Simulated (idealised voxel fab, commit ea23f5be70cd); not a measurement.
process module | voxel self aligned contacts
cross-section cut | 185 nm wide | cells 5 nm
A cross-section is a grid of square cells, given in bands from the top down. A band is one or more rows of cells.
Each band's line starts with the height of the band's top and of its bottom, in nm. Then come its materials from left to right, each with its width in nm. One material with "throughout" fills the band from edge to edge. "air" is empty space.
Height 0 is the level under which the wafer as received is all one material. The lowest band goes on downwards, as in "0 down".
A width such as "30 to 40" changes by the same amount from each row of cells to the next, from the band's top row to its bottom row.
"no change" after a step means that no cell of the cross-section changed.
closed voids: empty space of 8 cells or more with no open way to the top, each as width x height at its distance from the left edge, in nm
after a step's settings: what the simulator itself notes on the step
overlay nm, on a step with a mask: how far to the right of its planned place the mask lay; to the left if negative
plan
1 op RECEIVE | material Si
2 op CONFORMAL_DEP | material SiO2 | thk nm 5
3 op DIRECTIONAL_DEP | material polySi | thk nm 20
4 op DIRECTIONAL_DEP | material SiN | thk nm 15
5 op DIRECTIONAL_DEP | material aC | thk nm 10
6 op PATTERN | tone cover | mask id GATE | material resist | width nm 30 | pitch nm 65 | thk nm 30 | overlay nm 0
7 op DIRECTIONAL_ETCH | etch materials aC | depth nm 10
8 op STRIP | etch materials resist
9 op DIRECTIONAL_ETCH | etch materials SiN | depth nm 15
10 op DIRECTIONAL_ETCH | etch materials polySi | depth nm 20
11 op STRIP | etch materials aC
12 op CONFORMAL_DEP | material SiN | thk nm 5
13 op DIRECTIONAL_ETCH | etch materials SiN | depth nm 5
14 op FILL_DEP | material SiO2 | thk nm 15
15 op CMP | height nm 45
16 op DIRECTIONAL_DEP | material aC | thk nm 15
17 op PATTERN | tone open | mask id CONTACT | material resist | width nm 45 | thk nm 30 | overlay nm 0
18 op DIRECTIONAL_ETCH | etch materials aC | depth nm 15
19 op STRIP | etch materials resist
20 op DIRECTIONAL_ETCH | etch materials SiO2 | depth nm 45
21 op STRIP | etch materials aC
22 op CONFORMAL_DEP | material TiN | thk nm 5
23 op FILL_DEP | material W | thk nm 10
24 op CMP | height nm 45
25 op CONFORMAL_DEP | material SiCN | thk nm 5
as received, after step 1
  0 down: Si throughout
  closed voids: none
first wafer at the end, as planned
  50 to 45: SiCN throughout
  45 to 40: SiO2 70 | TiN 15 | W 15 | TiN 15 | SiO2 70
  40 to 25: SiO2 40 | SiN 40 | TiN 5 | W 15 | TiN 5 | SiN 40 | SiO2 40
  25 to 5: SiO2 40 | SiN 5 | polySi 30 | SiN 5 | TiN 5 | W 15 | TiN 5 | SiN 5 | polySi 30 | SiN 5 | SiO2 40
  5 to 0: SiO2 80 | TiN 25 | SiO2 80
  0 down: Si throughout
  closed voids: none
second wafer at the end: like start, like plan, one mistake
  50 to 45: SiCN throughout
  45 to 35: SiO2 70 | TiN 5 to 15 | W 35 to 15 | TiN 5 to 15 | SiO2 70
  35 to 20: SiO2 40 | SiN 40 | TiN 5 | W 15 | TiN 5 | SiN 40 | SiO2 40
  20 to 5: SiO2 40 | SiN 5 | polySi 30 | SiN 5 | TiN 5 | W 15 | TiN 5 | SiN 5 | polySi 30 | SiN 5 | SiO2 40
  5 to 0: SiO2 40 | SiN 5 | polySi 30 | SiN 5 | TiN 25 | SiN 5 | polySi 30 | SiN 5 | SiO2 40
  0 down: Si throughout
  closed voids: none
what went wrong: step 2 was left out
at the end the second wafer has, in cells: 4 fewer of SiO2 | 4 more of W
